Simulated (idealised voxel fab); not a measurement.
process module | voxel self aligned contacts
For reference, the cross-section in this document is cut, with width 220 nm and square cells of 5 nm.
In what follows, cross-sections appear as grids of square cells, described through bands that run from the top down, where every band is one or more rows of cells.
Band entry format. Leading values: height of top, height of bottom, nm. Remainder: materials in left-to-right order, each with its width in nm. Special words: "edge to edge" on a single material, which then fills the band edge to edge; "empty", empty space.
Convention: height 0 is the level below which the wafer, as received, is all one material. The lowest band does not terminate at the bottom but continues downward, represented as "from 0 down".
Read "30->40" as a graded width: first number on top, second number at the bottom, same change between each pair of neighbouring rows.
No cell of the cross-section changed in a step that is given as "same as before".
Heads up: "Cavities, sealed" only lists the empty pockets with no open path to the top that are 8 cells or more, and it writes them as width x height at distance, distance from the left edge, in nm.
Whatever follows a step's settings on its line is a remark the simulator itself makes about that step.
overlay nm: mask right of planned place by this much (step with mask). Neg. = left.
PROCESS STEPS - PLAN
1) RECEIVE with material Si
2) OXIDIZE with depth nm 5
3) DIRECTIONAL_DEP with material polySi, thk nm 25
4) DIRECTIONAL_DEP with material SiN, thk nm 20
5) PATTERN with tone cover, mask id GATE, material resist, width nm 25, pitch nm 55, thk nm 20, overlay nm 0
6) DIRECTIONAL_ETCH with etch materials SiN, depth nm 20
7) DIRECTIONAL_ETCH with etch materials polySi, depth nm 25
8) STRIP with etch materials resist
9) CONFORMAL_DEP with material SiN, thk nm 5
10) DIRECTIONAL_ETCH with etch materials SiN, depth nm 5
11) FILL_DEP with material SiO2, thk nm 15
12) CMP with height nm 50
13) PATTERN with tone open, mask id CONTACT, material resist, width nm 40, thk nm 20, overlay nm 0
14) DIRECTIONAL_ETCH with etch materials SiO2, depth nm 55
15) STRIP with etch materials resist
16) CONFORMAL_DEP with material TiN, thk nm 5
17) FILL_DEP with material Ru, thk nm 10
18) CMP with height nm 50
19) CONFORMAL_DEP with material SiN, thk nm 5
AS RECEIVED (POST STEP 1): CROSS-SECTION
* from 0 down  Si edge to edge
* Cavities, sealed: none
STARTING WAFER: ABOVE. PLAN: ABOVE. RUN: ONE MISTAKE. CROSS-SECTION AFTER THE MODULE: BELOW
* from 55 to 50  SiN edge to edge
* from 50 to 30  65 nm SiO2, then 35 nm SiN, then 5 nm TiN, then 10 nm Ru, then 5 nm TiN, then 35 nm SiN, then 65 nm SiO2
* from 30 to 10  65 nm SiO2, then 5 nm SiN, then 25 nm polySi, then 5 nm SiN, then 5 nm TiN, then 10 nm Ru, then 5 nm TiN, then 5 nm SiN, then 25 nm polySi, then 5 nm SiN, then 65 nm SiO2
* from 10 to 5  65 nm SiO2, then 5 nm SiN, then 25 nm polySi, then 5 nm SiN, then 20 nm TiN, then 5 nm SiN, then 25 nm polySi, then 5 nm SiN, then 65 nm SiO2
* from 5 to 0  polySi edge to edge
* from 0 to -5  SiO2 edge to edge
* from -5 down  Si edge to edge
* Cavities, sealed: none
What went wrong in running the wafer? step 3 ran differently from the plan; actual operation with settings: DIRECTIONAL_DEP with material polySi, thk nm 30
